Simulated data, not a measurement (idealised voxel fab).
process module | voxel gate over fins
cross-section cut | 245 nm wide | cells 5 nm
A cross-section is a grid of square cells, given in bands from the top down. A band is one or more rows of cells.
Each band's line starts with the height of the band's top and of its bottom, in nm. Then come its materials from left to right, each with its width in nm. One material with "throughout" fills the band from edge to edge. "air" is empty space.
Height 0 is the level under which the wafer as received is all one material. The lowest band goes on downwards, as in "0 down".
A width such as "30 to 40" changes by the same amount from each row of cells to the next, from the band's top row to its bottom row.
"no change" after a step means that no cell of the cross-section changed.
closed voids: empty space of 8 cells or more with no open way to the top, each as width x height at its distance from the left edge, in nm
after a step's settings: what the simulator itself notes on the step
overlay nm, on a step with a mask: how far to the right of its planned place the mask lay; to the left if negative
plan
1 op RECEIVE | material Si
2 op CONFORMAL_DEP | material SiN | thk nm 5
3 op PATTERN | tone cover | mask id FINS | material resist | width nm 15 | pitch nm 45 | thk nm 20 | overlay nm 0
4 op DIRECTIONAL_ETCH | etch materials SiN | depth nm 5
5 op DIRECTIONAL_ETCH | etch materials Si | depth nm 40
6 op STRIP | etch materials resist
7 op FILL_DEP | material SiO2 | thk nm 10
8 op CMP | height nm 5
9 op SELECTIVE_ETCH | etch materials SiO2 | depth nm 20
10 op STRIP | etch materials SiN
11 op CONFORMAL_DEP | material HfO2 | thk nm 5
12 op CONFORMAL_DEP | material TiN | thk nm 5
13 op CONFORMAL_DEP | material TiAl | thk nm 5
14 op CONFORMAL_DEP | material TiN | thk nm 5
15 op FILL_DEP | material W | thk nm 10
16 op CMP | height nm 25
17 op CONFORMAL_DEP | material SiN | thk nm 10
as received, after step 1
  0 down: Si throughout
  closed voids: none
a wafer at the end: this start, this plan, one mistake
  35 to 25: SiN throughout
  25 to 20: W throughout
  20 to 15: W 25 | TiN 190 | W 30
  15 to 10: W 25 | TiN 5 | TiAl 180 | TiN 5 | W 30
  10 to 5: W 25 | TiN 5 | TiAl 5 | TiN 35 | TiAl 10 | TiN 35 | TiAl 10 | TiN 35 | TiAl 10 | TiN 35 | TiAl 5 | TiN 5 | W 30
  5 to 0: TiN 30 | TiAl 5 | TiN 5 | HfO2 25 | TiN 5 | TiAl 10 | TiN 5 | HfO2 25 | TiN 5 | TiAl 10 | TiN 5 | HfO2 25 | TiN 5 | TiAl 10 | TiN 5 | HfO2 25 | TiN 5 | TiAl 5 | TiN 35
  0 to -5: TiAl 35 | TiN 5 | HfO2 5 | Si 15 | HfO2 5 | TiN 5 | TiAl 10 | TiN 5 | HfO2 5 | Si 15 | HfO2 5 | TiN 5 | TiAl 10 | TiN 5 | HfO2 5 | Si 15 | HfO2 5 | TiN 5 | TiAl 10 | TiN 5 | HfO2 5 | Si 15 | HfO2 5 | TiN 5 | TiAl 40
  -5 to -10: TiN 40 | HfO2 5 | Si 15 | HfO2 5 | TiN 5 | TiAl 10 | TiN 5 | HfO2 5 | Si 15 | HfO2 5 | TiN 5 | TiAl 10 | TiN 5 | HfO2 5 | Si 15 | HfO2 5 | TiN 5 | TiAl 10 | TiN 5 | HfO2 5 | Si 15 | HfO2 5 | TiN 45
  -10 to -15: HfO2 30 | TiN 10 | HfO2 5 | Si 15 | HfO2 5 | TiN 20 | HfO2 5 | Si 15 | HfO2 5 | TiN 20 | HfO2 5 | Si 15 | HfO2 5 | TiN 20 | HfO2 5 | Si 15 | HfO2 5 | TiN 10 | HfO2 35
  -15 to -20: SiO2 25 | HfO2 20 | Si 15 | HfO2 30 | Si 15 | HfO2 30 | Si 15 | HfO2 30 | Si 15 | HfO2 20 | SiO2 30
  -20 to -40: SiO2 45 | Si 15 | SiO2 30 | Si 15 | SiO2 30 | Si 15 | SiO2 30 | Si 15 | SiO2 50
  -40 down: Si throughout
  closed voids: none
what went wrong: steps 9 and 10 were swapped
